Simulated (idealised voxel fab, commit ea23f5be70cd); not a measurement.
Module name: voxel capacitor over wiring (process module)
Square cells of 5 nm make up the cross-section cut, whose width is 225 nm.
A cross-section is written here as square cells arranged in a grid, and it is given in bands from the top down, each band taking up one or more rows of cells. A band entry consists of two parts. The first gives the height of the band's top and the height of its bottom, in nm. The rest lists the band's materials from left to right, each with its width in nm. A single material labelled with the word "everywhere" fills the band from edge to edge, and the word "empty" marks empty space. Zero point of the height axis is 0; under it, received wafer = one material. Lowest band: continues down indefinitely, "0 down". A width given as "30..40" starts at the first number in the band's top row and ends at the second number in its bottom row, shifting by an equal amount at every step from row to row. Take "nothing changed" at face value: in the step it is given for, the cross-section changed in none of its cells. Empty spaces counting at least 8 cells and having no open way to the top are listed in "Closed empty spaces". The notation width x height at distance is used for each, the distance being from the left edge and all three values in nm. after a step's settings: what the simulator itself notes on the step. The optional step-line setting "overlay nm" applies to steps with a mask and quantifies how far to the right of its planned location the mask lay, a negative value indicating leftward placement.

[Listed below are the process steps as planned]
1) RECEIVE (material Si)
2) CONFORMAL_DEP (material SiO2; thk nm 15)
3) CONFORMAL_DEP (material SiCN; thk nm 5)
4) DIRECTIONAL_DEP (material SiO2; thk nm 20)
5) MASKED_ETCH (tone open; mask id METAL_1; width nm 30; pitch nm 90; etch materials SiO2; depth nm 20; overlay nm 0)
6) MASKED_ETCH (tone open; mask id METAL_1; width nm 30; pitch nm 90; etch materials SiCN; depth nm 5; overlay nm 0)
7) CONFORMAL_DEP (material TiN; thk nm 5)
8) FILL_DEP (material Cu; thk nm 10)
9) CMP (height nm 40)
10) CONFORMAL_DEP (material SiCN; thk nm 5)
11) DIRECTIONAL_DEP (material lowk; thk nm 15)
12) DIRECTIONAL_DEP (material aC; thk nm 10)
13) PATTERN (tone open; mask id PLUG_1; material resist; width nm 15; thk nm 30; overlay nm 0)
14) DIRECTIONAL_ETCH (etch materials aC; depth nm 10)
15) STRIP (etch materials resist)
16) DIRECTIONAL_ETCH (etch materials lowk; depth nm 15)
17) DIRECTIONAL_ETCH (etch materials SiCN; depth nm 5)
18) STRIP (etch materials aC)
19) CONFORMAL_DEP (material TiN; thk nm 5)
20) FILL_DEP (material Ru; thk nm 5)
21) CMP (height nm 60)
22) DIRECTIONAL_DEP (material TiN; thk nm 5)
23) DIRECTIONAL_DEP (material SiN; thk nm 5)
24) DIRECTIONAL_DEP (material TiN; thk nm 5)
25) DIRECTIONAL_DEP (material aC; thk nm 10)
26) PATTERN (tone cover; mask id UPPER_PLATE; material resist; width nm 65; thk nm 25; overlay nm 0)
27) DIRECTIONAL_ETCH (etch materials aC; depth nm 10)
28) STRIP (etch materials resist)
29) DIRECTIONAL_ETCH (etch materials TiN; depth nm 5)
30) DIRECTIONAL_ETCH (etch materials SiN; depth nm 5)
31) STRIP (etch materials aC)
32) MASKED_ETCH (tone cover; mask id LOWER_PLATE; width nm 75; etch materials TiN; depth nm 5; overlay nm 0)
33) FILL_DEP (material SiO2; thk nm 20)
34) CMP (height nm 80)
35) PATTERN (tone open; mask id PLUG_2; material resist; width nm 15; thk nm 20; overlay nm 0)
36) DIRECTIONAL_ETCH (etch materials SiO2; depth nm 15)
37) STRIP (etch materials resist)
38) CONFORMAL_DEP (material TiN; thk nm 5)
39) FILL_DEP (material Ru; thk nm 5)
40) CMP (height nm 90)
41) CONFORMAL_DEP (material SiCN; thk nm 5)
Heads up: all these wafers start the same, and what changes between them is the height nm in step 34. The value you see in the plan is just what the first wafer got.

[The first of several wafers, as received after step 1, seen in section]
	0 down  Si everywhere
	Closed empty spaces: none

[Here is the cross-section of the first of several wafers at the end of the module, after its last step, step 41]
	95 to 90  SiCN everywhere
	90 to 85  Ru everywhere
	85 to 80  80 nm TiN  5 nm Ru  140 nm TiN
	80 to 70  75..65 nm SiO2  15..65 nm TiN  135..95 nm SiO2
	70 to 65  65 nm SiO2  65 nm SiN  95 nm SiO2
	65 to 60  60 nm SiO2  75 nm TiN  90 nm SiO2
	60 to 45  65 nm lowk  5 nm TiN  5 nm Ru  5 nm TiN  145 nm lowk
	45 to 40  65 nm SiCN  15 nm TiN  145 nm SiCN
	40 to 20  50 nm SiO2  5 nm TiN  20 nm Cu  5 nm TiN  60 nm SiO2  5 nm TiN  20 nm Cu  5 nm TiN  55 nm SiO2
	20 to 15  50 nm SiCN  30 nm TiN  60 nm SiCN  30 nm TiN  55 nm SiCN
	15 to 0  SiO2 everywhere
	0 down  Si everywhere
	Closed empty spaces: none

[At the end of the module, the last of several wafers in cross-section]
	95 to 90  SiCN everywhere
	90 to 85  75 nm SiO2  5 nm TiN  5 nm Ru  5 nm TiN  135 nm SiO2
	85 to 80  75 nm SiO2  15 nm TiN  135 nm SiO2
	80 to 75  SiO2 everywhere
	75 to 70  65 nm SiO2  65 nm TiN  95 nm SiO2
	70 to 65  65 nm SiO2  65 nm SiN  95 nm SiO2
	65 to 60  60 nm SiO2  75 nm TiN  90 nm SiO2
	60 to 45  65 nm lowk  5 nm TiN  5 nm Ru  5 nm TiN  145 nm lowk
	45 to 40  65 nm SiCN  15 nm TiN  145 nm SiCN
	40 to 20  50 nm SiO2  5 nm TiN  20 nm Cu  5 nm TiN  60 nm SiO2  5 nm TiN  20 nm Cu  5 nm TiN  55 nm SiO2
	20 to 15  50 nm SiCN  30 nm TiN  60 nm SiCN  30 nm TiN  55 nm SiCN
	15 to 0  SiO2 everywhere
	0 down  Si everywhere
	Closed empty spaces: none

[The table below has one row for each wafer; a row shows, as of the end of the module, how many cells of each material the wafer has gained, marked (+), or lost, marked (-), since it was received, and then the wafer's closed voids]
height nm 80; +32 Cu; +49 Ru; +120 SiCN; +13 SiN; +403 SiO2; +112 TiN; +126 lowk; Closed empty spaces: none
height nm 85; +32 Cu; +5 Ru; +120 SiCN; +13 SiN; +445 SiO2; +114 TiN; +126 lowk; Closed empty spaces: none
height nm 90; +32 Cu; +5 Ru; +120 SiCN; +13 SiN; +487 SiO2; +72 TiN; +126 lowk; Closed empty spaces: none
height nm 95; +32 Cu; +4 Ru; +120 SiCN; +13 SiN; +490 SiO2; +70 TiN; +126 lowk; Closed empty spaces: none
